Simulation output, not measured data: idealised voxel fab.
Process module, titled voxel wiring stack
This is section cut - it's 265 nm across, gridded in 5 nm square cells.
Cross-section = grid of square cells, listed top down in bands; band = one or more rows. This entry defines a band. It first specifies the height of the band's top and the height of its bottom in nm, and then specifies the band's materials from left to right, stating each material with its width in nm. The word "edge to edge" identifies a single material that fills the band from edge to edge, while the word "empty" identifies empty space. All heights in this document are referenced to 0, defined as the level beneath which the wafer, as received, consists entirely of one material. The lowest band is not bounded below; it extends indefinitely downward and is written in the form "from 0 down". So if you see something like "30->40" for the width, read it as the top row of the band sitting at the first number and the bottom row at the second, with every row in between moving by the same amount as the last. You'll sometimes find "changes: none" written for a step, and that's the way of saying that nowhere in the cross-section did a cell change during that step. Under "Closed internal cavities" you'll find the enclosed gaps, the ones with no way out to the top, that are 8 cells or bigger; each reads width x height at distance, with distance counted from the left edge, everything in nm. On each step's line, the part that comes after the settings is the simulator's own comment on the step. overlay nm, on a step with a mask: how far to the right of its planned place the mask lay; to the left if negative.
The process steps that were planned are listed below
- 1: RECEIVE | material Si
- 2: CONFORMAL_DEP | material SiO2 | thk nm 10
- 3: DIRECTIONAL_DEP | material TiN | thk nm 5
- 4: DIRECTIONAL_DEP | material W | thk nm 25
- 5: PATTERN | tone cover | mask id METAL_1 | material resist | width nm 30 | pitch nm 55 | thk nm 15 | overlay nm 0
- 6: DIRECTIONAL_ETCH | etch materials W | depth nm 25
- 7: DIRECTIONAL_ETCH | etch materials TiN | depth nm 5
- 8: STRIP | etch materials resist
- 9: FILL_DEP | material SiO2 | thk nm 10
- 10: CMP | height nm 40
- 11: CONFORMAL_DEP | material SiCN | thk nm 5
- 12: DIRECTIONAL_DEP | material SiO2 | thk nm 30
- 13: PATTERN | tone open | mask id METAL_2_HOLES | material resist | width nm 15 | pitch nm 55 | thk nm 20 | overlay nm 0
- 14: DIRECTIONAL_ETCH | etch materials SiO2 | depth nm 30
- 15: STRIP | etch materials resist
- 16: DIRECTIONAL_DEP | material aC | thk nm 15
- 17: PATTERN | tone open | mask id METAL_2 | material resist | width nm 30 | pitch nm 55 | thk nm 35 | overlay nm 0
- 18: DIRECTIONAL_ETCH | etch materials aC | depth nm 15
- 19: STRIP | etch materials resist
- 20: DIRECTIONAL_ETCH | etch materials SiO2 | depth nm 20
- 21: DIRECTIONAL_ETCH | etch materials SiCN | depth nm 5
- 22: STRIP | etch materials aC
- 23: CONFORMAL_DEP | material TiN | thk nm 5
- 24: FILL_DEP | material Ru | thk nm 5
- 25: CMP | height nm 75
- 26: CONFORMAL_DEP | material SiCN | thk nm 5
- 27: DIRECTIONAL_DEP | material lowk | thk nm 10
- 28: MASKED_ETCH | tone open | mask id PLUG_2 | width nm 15 | pitch nm 110 | etch materials lowk | depth nm 10 | overlay nm 0
- 29: MASKED_ETCH | tone open | mask id PLUG_2 | width nm 15 | pitch nm 110 | etch materials SiCN | depth nm 5 | overlay nm 0
- 30: CONFORMAL_DEP | material TiN | thk nm 5
- 31: FILL_DEP | material Cu | thk nm 10
- 32: CMP | height nm 90
- 33: DIRECTIONAL_DEP | material TiN | thk nm 5
- 34: DIRECTIONAL_DEP | material Ru | thk nm 25
- 35: MASKED_ETCH | tone cover | mask id METAL_3 | width nm 30 | pitch nm 55 | etch materials Ru | depth nm 25 | overlay nm 0
- 36: MASKED_ETCH | tone cover | mask id METAL_3 | width nm 30 | pitch nm 55 | etch materials TiN | depth nm 5 | overlay nm 0
- 37: CONFORMAL_DEP | material SiN | thk nm 5
- 38: FILL_DEP | material lowk | thk nm 5
- 39: CMP | height nm 120
- 40: CONFORMAL_DEP | material SiN | thk nm 5
First of two wafers, with the run carried out as planned
Received-state cross-section, reflecting completion of step 1
* from 0 down: Si edge to edge
* Closed internal cavities: none
Wafer after step 2 (cross-section)
* from 10 to 0: SiO2 edge to edge
* Unchanged below 0.
Wafer after step 3 (cross-section)
* from 15 to 10: TiN edge to edge
* Unchanged below 10.
Wafer after step 4 (cross-section)
* from 40 to 15: W edge to edge
* Unchanged below 15.
Wafer after step 5 (cross-section)
* from 55 to 40: empty (35), resist (30), empty (25), resist (30), empty (25), resist (30), empty (25), resist (30), empty (35)
* Unchanged below 40.
Wafer after step 6 (cross-section)
* from 55 to 40: empty (35), resist (30), empty (25), resist (30), empty (25), resist (30), empty (25), resist (30), empty (35)
* from 40 to 15: empty (35), W (30), empty (25), W (30), empty (25), W (30), empty (25), W (30), empty (35)
* Unchanged below 15.
Wafer after step 7 (cross-section)
* from 55 to 40: empty (35), resist (30), empty (25), resist (30), empty (25), resist (30), empty (25), resist (30), empty (35)
* from 40 to 15: empty (35), W (30), empty (25), W (30), empty (25), W (30), empty (25), W (30), empty (35)
* from 15 to 10: empty (35), TiN (30), empty (25), TiN (30), empty (25), TiN (30), empty (25), TiN (30), empty (35)
* Unchanged below 10.
Wafer after step 8 (cross-section)
* from 40 to 15: empty (35), W (30), empty (25), W (30), empty (25), W (30), empty (25), W (30), empty (35)
* Unchanged below 15.
Wafer after step 9 (cross-section)
* from 50 to 40: SiO2 edge to edge
* from 40 to 15: SiO2 (35), W (30), SiO2 (25), W (30), SiO2 (25), W (30), SiO2 (25), W (30), SiO2 (35)
* from 15 to 10: SiO2 (35), TiN (30), SiO2 (25), TiN (30), SiO2 (25), TiN (30), SiO2 (25), TiN (30), SiO2 (35)
* Unchanged below 10.
Wafer after step 10 (cross-section)
* from 40 to 15: SiO2 (35), W (30), SiO2 (25), W (30), SiO2 (25), W (30), SiO2 (25), W (30), SiO2 (35)
* Unchanged below 15.
Wafer after step 11 (cross-section)
* from 45 to 40: SiCN edge to edge
* Unchanged below 40.
Wafer after step 12 (cross-section)
* from 75 to 45: SiO2 edge to edge
* Unchanged below 45.
Wafer after step 13 (cross-section)
* from 95 to 75: resist (35), empty (15), resist (40), empty (15), resist (40), empty (15), resist (40), empty (15), resist (50)
* Unchanged below 75.
Wafer after step 14 (cross-section)
* from 95 to 75: resist (35), empty (15), resist (40), empty (15), resist (40), empty (15), resist (40), empty (15), resist (50)
* from 75 to 45: SiO2 (35), empty (15), SiO2 (40), empty (15), SiO2 (40), empty (15), SiO2 (40), empty (15), SiO2 (50)
* Unchanged below 45.
Wafer after step 15 (cross-section)
* from 75 to 45: SiO2 (35), empty (15), SiO2 (40), empty (15), SiO2 (40), empty (15), SiO2 (40), empty (15), SiO2 (50)
* Unchanged below 45.
Wafer after step 16 (cross-section)
* from 90 to 75: aC (35), empty (15), aC (40), empty (15), aC (40), empty (15), aC (40), empty (15), aC (50)
* from 75 to 60: SiO2 (35), empty (15), SiO2 (40), empty (15), SiO2 (40), empty (15), SiO2 (40), empty (15), SiO2 (50)
* from 60 to 45: SiO2 (35), aC (15), SiO2 (40), aC (15), SiO2 (40), aC (15), SiO2 (40), aC (15), SiO2 (50)
* Unchanged below 45.
Wafer after step 17 (cross-section)
* from 125 to 90: resist (35), empty (30), resist (25), empty (30), resist (25), empty (30), resist (25), empty (30), resist (35)
* Unchanged below 90.
Wafer after step 18 (cross-section)
* from 110 to 90: resist (35), empty (30), resist (25), empty (30), resist (25), empty (30), resist (25), empty (30), resist (35)
* from 90 to 75: aC (35), empty (30), aC (25), empty (30), aC (25), empty (30), aC (25), empty (30), aC (35)
* from 75 to 45: SiO2 (35), empty (15), SiO2 (40), empty (15), SiO2 (40), empty (15), SiO2 (40), empty (15), SiO2 (50)
* Unchanged below 45.
Wafer after step 19 (cross-section)
* from 90 to 75: aC (35), empty (30), aC (25), empty (30), aC (25), empty (30), aC (25), empty (30), aC (35)
* Unchanged below 75.
Wafer after step 20 (cross-section)
* from 90 to 75: aC (35), empty (30), aC (25), empty (30), aC (25), empty (30), aC (25), empty (30), aC (35)
* from 75 to 55: SiO2 (35), empty (30), SiO2 (25), empty (30), SiO2 (25), empty (30), SiO2 (25), empty (30), SiO2 (35)
* Unchanged below 55.
Wafer after step 21 (cross-section)
* from 90 to 75: aC (35), empty (30), aC (25), empty (30), aC (25), empty (30), aC (25), empty (30), aC (35)
* from 75 to 55: SiO2 (35), empty (30), SiO2 (25), empty (30), SiO2 (25), empty (30), SiO2 (25), empty (30), SiO2 (35)
* from 55 to 45: SiO2 (35), empty (15), SiO2 (40), empty (15), SiO2 (40), empty (15), SiO2 (40), empty (15), SiO2 (50)
* from 45 to 40: SiCN (35), empty (15), SiCN (40), empty (15), SiCN (40), empty (15), SiCN (40), empty (15), SiCN (50)
* Unchanged below 40.
Wafer after step 22 (cross-section)
* from 75 to 55: SiO2 (35), empty (30), SiO2 (25), empty (30), SiO2 (25), empty (30), SiO2 (25), empty (30), SiO2 (35)
* Unchanged below 55.
Wafer after step 23 (cross-section)
* from 80 to 75: TiN (40), empty (20), TiN (35), empty (20), TiN (35), empty (20), TiN (35), empty (20), TiN (40)
* from 75 to 60: SiO2 (35), TiN (5), empty (20), TiN (5), SiO2 (25), TiN (5), empty (20), TiN (5), SiO2 (25), TiN (5), empty (20), TiN (5), SiO2 (25), TiN (5), empty (20), TiN (5), SiO2 (35)
* from 60 to 55: SiO2 (35), TiN (5), empty (5), TiN (20), SiO2 (25), TiN (5), empty (5), TiN (20), SiO2 (25), TiN (5), empty (5), TiN (20), SiO2 (25), TiN (5), empty (5), TiN (20), SiO2 (35)
* from 55 to 45: SiO2 (35), TiN (5), empty (5), TiN (5), SiO2 (40), TiN (5), empty (5), TiN (5), SiO2 (40), TiN (5), empty (5), TiN (5), SiO2 (40), TiN (5), empty (5), TiN (5), SiO2 (50)
* from 45 to 40: SiCN (35), TiN (15), SiCN (40), TiN (15), SiCN (40), TiN (15), SiCN (40), TiN (15), SiCN (50)
* Unchanged below 40.
Wafer after step 24 (cross-section)
* from 85 to 80: Ru edge to edge
* from 80 to 75: TiN (40), Ru (20), TiN (35), Ru (20), TiN (35), Ru (20), TiN (35), Ru (20), TiN (40)
* from 75 to 60: SiO2 (35), TiN (5), Ru (20), TiN (5), SiO2 (25), TiN (5), Ru (20), TiN (5), SiO2 (25), TiN (5), Ru (20), TiN (5), SiO2 (25), TiN (5), Ru (20), TiN (5), SiO2 (35)
* from 60 to 55: SiO2 (35), TiN (5), Ru (5), TiN (20), SiO2 (25), TiN (5), Ru (5), TiN (20), SiO2 (25), TiN (5), Ru (5), TiN (20), SiO2 (25), TiN (5), Ru (5), TiN (20), SiO2 (35)
* from 55 to 45: SiO2 (35), TiN (5), Ru (5), TiN (5), SiO2 (40), TiN (5), Ru (5), TiN (5), SiO2 (40), TiN (5), Ru (5), TiN (5), SiO2 (40), TiN (5), Ru (5), TiN (5), SiO2 (50)
* Unchanged below 45.
Wafer after step 25 (cross-section)
* from 75 to 60: SiO2 (35), TiN (5), Ru (20), TiN (5), SiO2 (25), TiN (5), Ru (20), TiN (5), SiO2 (25), TiN (5), Ru (20), TiN (5), SiO2 (25), TiN (5), Ru (20), TiN (5), SiO2 (35)
* Unchanged below 60.
Wafer after step 26 (cross-section)
* from 80 to 75: SiCN edge to edge
* Unchanged below 75.
Wafer after step 27 (cross-section)
* from 90 to 80: lowk edge to edge
* Unchanged below 80.
Wafer after step 28 (cross-section)
* from 90 to 80: lowk (35), empty (15), lowk (95), empty (15), lowk (105)
* Unchanged below 80.
Wafer after step 29 (cross-section)
* from 90 to 80: lowk (35), empty (15), lowk (95), empty (15), lowk (105)
* from 80 to 75: SiCN (35), empty (15), SiCN (95), empty (15), SiCN (105)
* Unchanged below 75.
Wafer after step 30 (cross-section)
* from 95 to 90: TiN (40), empty (5), TiN (105), empty (5), TiN (110)
* from 90 to 80: lowk (35), TiN (5), empty (5), TiN (5), lowk (95), TiN (5), empty (5), TiN (5), lowk (105)
* from 80 to 75: SiCN (35), TiN (15), SiCN (95), TiN (15), SiCN (105)
* Unchanged below 75.
Wafer after step 31 (cross-section)
* from 105 to 95: Cu edge to edge
* from 95 to 90: TiN (40), Cu (5), TiN (105), Cu (5), TiN (110)
* from 90 to 80: lowk (35), TiN (5), Cu (5), TiN (5), lowk (95), TiN (5), Cu (5), TiN (5), lowk (105)
* Unchanged below 80.
Wafer after step 32 (cross-section)
* from 90 to 80: lowk (35), TiN (5), Cu (5), TiN (5), lowk (95), TiN (5), Cu (5), TiN (5), lowk (105)
* Unchanged below 80.
Wafer after step 33 (cross-section)
* from 95 to 90: TiN edge to edge
* Unchanged below 90.
Wafer after step 34 (cross-section)
* from 120 to 95: Ru edge to edge
* Unchanged below 95.
Wafer after step 35 (cross-section)
* from 120 to 95: empty (35), Ru (30), empty (25), Ru (30), empty (25), Ru (30), empty (25), Ru (30), empty (35)
* Unchanged below 95.
Wafer after step 36 (cross-section)
* from 120 to 95: empty (35), Ru (30), empty (25), Ru (30), empty (25), Ru (30), empty (25), Ru (30), empty (35)
* from 95 to 90: empty (35), TiN (30), empty (25), TiN (30), empty (25), TiN (30), empty (25), TiN (30), empty (35)
* Unchanged below 90.
Wafer after step 37 (cross-section)
* from 125 to 120: empty (30), SiN (40), empty (15), SiN (40), empty (15), SiN (40), empty (15), SiN (40), empty (30)
* from 120 to 95: empty (30), SiN (5), Ru (30), SiN (5), empty (15), SiN (5), Ru (30), SiN (5), empty (15), SiN (5), Ru (30), SiN (5), empty (15), SiN (5), Ru (30), SiN (5), empty (30)
* from 95 to 90: SiN (35), TiN (30), SiN (25), TiN (30), SiN (25), TiN (30), SiN (25), TiN (30), SiN (35)
* Unchanged below 90.
Wafer after step 38 (cross-section)
* from 130 to 125: lowk edge to edge
* from 125 to 120: lowk (30), SiN (40), lowk (15), SiN (40), lowk (15), SiN (40), lowk (15), SiN (40), lowk (30)
* from 120 to 95: lowk (30), SiN (5), Ru (30), SiN (5), lowk (15), SiN (5), Ru (30), SiN (5), lowk (15), SiN (5), Ru (30), SiN (5), lowk (15), SiN (5), Ru (30), SiN (5), lowk (30)
* Unchanged below 95.
Wafer after step 39 (cross-section)
* from 120 to 95: lowk (30), SiN (5), Ru (30), SiN (5), lowk (15), SiN (5), Ru (30), SiN (5), lowk (15), SiN (5), Ru (30), SiN (5), lowk (15), SiN (5), Ru (30), SiN (5), lowk (30)
* Unchanged below 95.
Wafer after step 40 (cross-section)
* from 125 to 120: SiN edge to edge
* Unchanged below 120.
Wafer two of two - same starting point, same process plan, one mistake in execution; matches wafer one up to and including step 33
The second wafer in cross-section, at the planned close of step 34
* from 115 to 95: Ru edge to edge
* Unchanged below 95.
The second wafer in cross-section, at the planned close of step 35
* from 115 to 95: empty (35), Ru (30), empty (25), Ru (30), empty (25), Ru (30), empty (25), Ru (30), empty (35)
* Unchanged below 95.
The second wafer in cross-section, at the planned close of step 36
* from 115 to 95: empty (35), Ru (30), empty (25), Ru (30), empty (25), Ru (30), empty (25), Ru (30), empty (35)
* from 95 to 90: empty (35), TiN (30), empty (25), TiN (30), empty (25), TiN (30), empty (25), TiN (30), empty (35)
* Unchanged below 90.
The second wafer in cross-section, at the planned close of step 37
* from 120 to 115: empty (30), SiN (40), empty (15), SiN (40), empty (15), SiN (40), empty (15), SiN (40), empty (30)
* from 115 to 95: empty (30), SiN (5), Ru (30), SiN (5), empty (15), SiN (5), Ru (30), SiN (5), empty (15), SiN (5), Ru (30), SiN (5), empty (15), SiN (5), Ru (30), SiN (5), empty (30)
* from 95 to 90: SiN (35), TiN (30), SiN (25), TiN (30), SiN (25), TiN (30), SiN (25), TiN (30), SiN (35)
* Unchanged below 90.
The second wafer in cross-section, at the planned close of step 38
* from 125 to 120: lowk edge to edge
* from 120 to 115: lowk (30), SiN (40), lowk (15), SiN (40), lowk (15), SiN (40), lowk (15), SiN (40), lowk (30)
* from 115 to 95: lowk (30), SiN (5), Ru (30), SiN (5), lowk (15), SiN (5), Ru (30), SiN (5), lowk (15), SiN (5), Ru (30), SiN (5), lowk (15), SiN (5), Ru (30), SiN (5), lowk (30)
* Unchanged below 95.
The second wafer in cross-section, at the planned close of step 39
* from 120 to 115: lowk (30), SiN (40), lowk (15), SiN (40), lowk (15), SiN (40), lowk (15), SiN (40), lowk (30)
* Unchanged below 115.
The second wafer in cross-section, at the planned close of step 40
* from 125 to 120: SiN edge to edge
* Unchanged below 120.
Heads up, the wafer didn't run the way we planned it: in deviation from the planned setting, step 34 was conducted as DIRECTIONAL_DEP | material Ru | thk nm 20
End check, counted in cells, second wafer has more or fewer of these materials than the first: Ru: 24 fewer, SiN: 24 more
